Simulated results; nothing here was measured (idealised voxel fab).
The process module presented herein is designated voxel lift off.
For reference, the cross-section in this document is cut, with width 140 nm and square cells of 5 nm.
Just so we're on the same page, the cross-sections are grids of square cells, and they're listed out in bands top to bottom, each band one or more rows deep.
Read a band's entry like this: the first values are the height of its top and the height of its bottom in nm, and what follows is the sequence of materials from left to right, each with its width in nm. Note that "blank" is empty space, and that a single material marked "throughout" reaches across the band from edge to edge.
Height reference: 0 = level under which incoming wafer is all one material. Lowest band: no bottom, runs on downward, e.g. "0 nm and below".
Think of "30..40" as a width that walks from the first number to the second as you go down the band, top row to bottom row, taking equal-sized steps from row to row.
"nothing different", as given for a step, is the statement that not any cell of the cross-section underwent a change during that step.
Any empty space of 8 cells or more lacking an open way to the top shows up in "Completely enclosed voids" as width x height at distance, distance from the left edge, in nm.
On each step's line, the part that comes after the settings is the simulator's own comment on the step.
If you see "overlay nm" on a step's line and that step has a mask, it's telling you how far right of where it was planned the mask ended up; a negative number means it went left instead.
**The planned process steps are enumerated hereunder**
1: RECEIVE,material Si
2: CONFORMAL_DEP,material Al2O3,thk nm 15
3: PATTERN,tone open,mask id LINES,material resist,width nm 25,pitch nm 40,thk nm 20,overlay nm 0
4: DIRECTIONAL_DEP,material Ru,thk nm 10
5: STRIP,etch materials resist
6: CONFORMAL_DEP,material SiO2,thk nm 10
**Received-state cross-section, reflecting completion of step 1**
> 0 nm and below: Si throughout
> Completely enclosed voids: none
**Cross-sectional result after module completion. Note: starting condition and plan are unchanged from above; one processing mistake was made**
> 35 nm to 25 nm: blank: 30  SiO2: 85  blank: 25
> 25 nm to 15 nm: SiO2: 40  Ru: 25  SiO2: 15  Ru: 25  SiO2: 35
> 15 nm to 0 nm: Al2O3 throughout
> 0 nm and below: Si throughout
> Completely enclosed voids: none
Want to know what went wrong? in deviation from the planned setting, step 3 was conducted as PATTERN,tone open,mask id LINES,material resist,width nm 25,pitch nm 40,thk nm 20,overlay nm 5
